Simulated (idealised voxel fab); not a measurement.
Module name: voxel transistor to metal (process module)
Displayed cross-section: cut, width of 300 nm, square cells sized 5 nm.
Throughout this document, each cross-section is represented as a grid of square cells and is presented as a sequence of bands enumerated from the top downward, where a band comprises one or more rows of cells.
It is stipulated that each band's entry specify, in nanometres, the height of the top of the band and then that of its bottom, followed by the materials of the band in left-to-right sequence, each together with its width in nanometres. A single material marked by the word "throughout" is understood to fill the band from edge to edge; the word "blank" is understood to denote empty space.
Ref level 0: as-received wafer is one material below here. Bottom band extends down with no lower bound ("0..down").
Note: "30->40" means the width goes from the first number (top row of the band) to the second number (bottom row) in equal steps per row of cells.
Given "remained the same" for a step, no cell of the cross-section differs between before and after that step.
Voids not open to the top, 8 cells minimum: see "Sealed void inventory". Written width x height at distance; distance is from the left edge; nm.
On a step's line, text after the settings is the simulator commenting on that step.
Regarding "overlay nm": on a step with a mask, it is the distance the mask lay to the right of its planned place; a negative value places it to the left.
These are the steps we planned for the process:
1. RECEIVE [material Si]
2. OXIDIZE [depth nm 5]
3. CONFORMAL_DEP [material SiN] [thk nm 10]
4. MASKED_ETCH [tone cover] [mask id ACTIVE] [width nm 115] [pitch nm 135] [etch materials SiN] [depth nm 10] [overlay nm 0]
5. MASKED_ETCH [tone cover] [mask id ACTIVE] [width nm 115] [pitch nm 135] [etch materials SiO2] [depth nm 5] [overlay nm 0]
6. MASKED_ETCH [tone cover] [mask id ACTIVE] [width nm 115] [pitch nm 135] [etch materials Si] [depth nm 35] [overlay nm 0]
7. OXIDIZE [depth nm 5]
8. FILL_DEP [material SiO2] [thk nm 10]
9. CMP [height nm 10]
10. SELECTIVE_ETCH [etch materials SiO2] [depth nm 5]
11. STRIP [etch materials SiN]
12. SELECTIVE_ETCH [etch materials SiO2] [depth nm 5]
13. OXIDIZE [depth nm 5]
14. DIRECTIONAL_DEP [material polySi] [thk nm 20]
15. DIRECTIONAL_DEP [material SiCN] [thk nm 15]
16. DIRECTIONAL_DEP [material aC] [thk nm 10]
17. PATTERN [tone cover] [mask id GATE] [material resist] [width nm 25] [pitch nm 135] [thk nm 30] [overlay nm 0]
18. DIRECTIONAL_ETCH [etch materials aC] [depth nm 10]
19. STRIP [etch materials resist]
20. DIRECTIONAL_ETCH [etch materials SiCN] [depth nm 25]
21. DIRECTIONAL_ETCH [etch materials polySi] [depth nm 30]
22. STRIP [etch materials aC]
23. CONFORMAL_DEP [material SiO2] [thk nm 5]
24. DIRECTIONAL_ETCH [etch materials SiO2] [depth nm 5]
25. CONFORMAL_DEP [material SiN] [thk nm 5]
26. DIRECTIONAL_ETCH [etch materials SiN] [depth nm 5]
27. DIRECTIONAL_ETCH [etch materials SiO2] [depth nm 5]
28. DIRECTIONAL_ETCH [etch materials Si] [depth nm 10]
29. EPI [material pSi] [thk nm 10]
30. FILL_DEP [material SiO2] [thk nm 5]
31. CMP [height nm 15]
32. STRIP [etch materials polySi]
33. SELECTIVE_ETCH [etch materials SiO2] [depth nm 5]
34. CONFORMAL_DEP [material HfO2] [thk nm 5]
35. CONFORMAL_DEP [material TiN] [thk nm 5]
36. FILL_DEP [material W] [thk nm 10]
37. CMP [height nm 10]
38. DIRECTIONAL_DEP [material SiO2] [thk nm 15]
39. MASKED_ETCH [tone open] [mask id CONTACT] [width nm 15] [etch materials SiO2] [depth nm 35] [overlay nm 0]
40. CONFORMAL_DEP [material TiN] [thk nm 5]
41. FILL_DEP [material Ru] [thk nm 10]
42. CMP [height nm 25]
43. DIRECTIONAL_DEP [material TiN] [thk nm 5]
44. DIRECTIONAL_DEP [material Ru] [thk nm 25]
45. MASKED_ETCH [tone cover] [mask id METAL_1] [width nm 15] [etch materials Ru] [depth nm 25] [overlay nm 0]
46. MASKED_ETCH [tone cover] [mask id METAL_1] [width nm 15] [etch materials TiN] [depth nm 5] [overlay nm 0]
47. FILL_DEP [material lowk] [thk nm 5]
48. CMP [height nm 55]
49. CONFORMAL_DEP [material SiN] [thk nm 5]
As received (post step 1): cross-section:
    0..down = Si throughout
    Sealed void inventory: none
This is how the wafer looks in cross-section once the module is done, given the starting state and plan above and one mistake in carrying the plan out:
    60..55 = SiN throughout
    55..30 = SiCN throughout
    30..25 = TiN throughout
    25..10 = SiO2 35 nm | TiN 5 nm | Ru 5 nm | TiN 5 nm | SiO2 65 nm | TiN 5 nm | Ru 5 nm | TiN 5 nm | SiO2 40 nm | TiN 5 nm | Ru 5 nm | TiN 5 nm | SiO2 65 nm | TiN 5 nm | Ru 5 nm | TiN 5 nm | SiO2 35 nm
    10..0 = SiO2 35 nm | TiN 5 nm | Ru 5 nm | TiN 5 nm | SiO2 10 nm | SiN 5 nm | HfO2 5 nm | TiN 5 nm | W 15 nm | TiN 5 nm | HfO2 5 nm | SiN 5 nm | SiO2 10 nm | TiN 5 nm | Ru 5 nm | TiN 5 nm | SiO2 40 nm | TiN 5 nm | Ru 5 nm | TiN 5 nm | SiO2 10 nm | SiN 5 nm | HfO2 5 nm | TiN 5 nm | W 15 nm | TiN 5 nm | HfO2 5 nm | SiN 5 nm | SiO2 10 nm | TiN 5 nm | Ru 5 nm | TiN 5 nm | SiO2 35 nm
    0..-5 = SiO2 25 nm | SiN 5 nm | SiO2 5 nm | TiN 5 nm | Ru 5 nm | TiN 5 nm | pSi 10 nm | SiN 5 nm | HfO2 5 nm | TiN 25 nm | HfO2 5 nm | SiN 5 nm | pSi 10 nm | TiN 5 nm | Ru 5 nm | TiN 5 nm | SiO2 5 nm | SiN 5 nm | SiO2 20 nm | SiN 5 nm | SiO2 5 nm | TiN 5 nm | Ru 5 nm | TiN 5 nm | pSi 10 nm | SiN 5 nm | HfO2 5 nm | TiN 25 nm | HfO2 5 nm | SiN 5 nm | pSi 10 nm | TiN 5 nm | Ru 5 nm | TiN 5 nm | SiO2 5 nm | SiN 5 nm | SiO2 25 nm
    -5..-10 = SiO2 35 nm | TiN 15 nm | pSi 10 nm | SiO2 5 nm | HfO2 35 nm | SiO2 5 nm | pSi 10 nm | TiN 15 nm | SiO2 40 nm | TiN 15 nm | pSi 10 nm | SiO2 5 nm | HfO2 35 nm | SiO2 5 nm | pSi 10 nm | TiN 15 nm | SiO2 35 nm
    -10..-20 = SiO2 30 nm | pSi 30 nm | Si 45 nm | pSi 30 nm | SiO2 30 nm | pSi 30 nm | Si 45 nm | pSi 30 nm | SiO2 30 nm
    -20..-45 = SiO2 30 nm | Si 105 nm | SiO2 30 nm | Si 105 nm | SiO2 30 nm
    -45..down = Si throughout
    Sealed void inventory: none
Against the plan, the run slipped here: note that step 44 departed from the planned setting and was carried out as DIRECTIONAL_DEP [material SiCN] [thk nm 25]
